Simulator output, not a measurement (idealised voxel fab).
process module | voxel released beams
cross-section cut | 285 nm wide | cells 5 nm
A cross-section is a grid of square cells, given in bands from the top down. A band is one or more rows of cells.
Each band's line starts with the height of the band's top and of its bottom, in nm. Then come its materials from left to right, each with its width in nm. One material with "throughout" fills the band from edge to edge. "air" is empty space.
Height 0 is the level under which the wafer as received is all one material. The lowest band goes on downwards, as in "0 down".
A width such as "30 to 40" changes by the same amount from each row of cells to the next, from the band's top row to its bottom row.
"no change" after a step means that no cell of the cross-section changed.
closed voids: empty space of 8 cells or more with no open way to the top, each as width x height at its distance from the left edge, in nm
after a step's settings: what the simulator itself notes on the step
overlay nm, on a step with a mask: how far to the right of its planned place the mask lay; to the left if negative
plan
1 op RECEIVE | material Si
2 op CONFORMAL_DEP | material Al2O3 | thk nm 5
3 op DIRECTIONAL_DEP | material SiO2 | thk nm 20
4 op MASKED_ETCH | tone open | mask id ANCHOR | width nm 35 | etch materials SiO2 | depth nm 20 | overlay nm -15
5 op CONFORMAL_DEP | material polySi | thk nm 15
6 op MASKED_ETCH | tone cover | mask id BEAM | width nm 90 | etch materials polySi | depth nm 15 | overlay nm 0
7 op STRIP | etch materials SiO2
varied across the wafers: overlay nm of step 4. The plan shows the first wafer's value. All wafers start alike
first wafer as received, after step 1
  0 down: Si throughout
  closed voids: none
each wafer at the end: cells of each material gained (+) or lost (-) since it was received, then its closed voids
overlay nm -15 | +57 Al2O3 | +78 polySi | closed voids: none
overlay nm -10 | +57 Al2O3 | +78 polySi | closed voids: none
overlay nm -5 | +57 Al2O3 | +78 polySi | closed voids: none
overlay nm 0 | +57 Al2O3 | +78 polySi | closed voids: none
overlay nm 5 | +57 Al2O3 | +78 polySi | closed voids: none
overlay nm 10 | +57 Al2O3 | +78 polySi | closed voids: none
overlay nm 15 | +57 Al2O3 | +78 polySi | closed voids: none
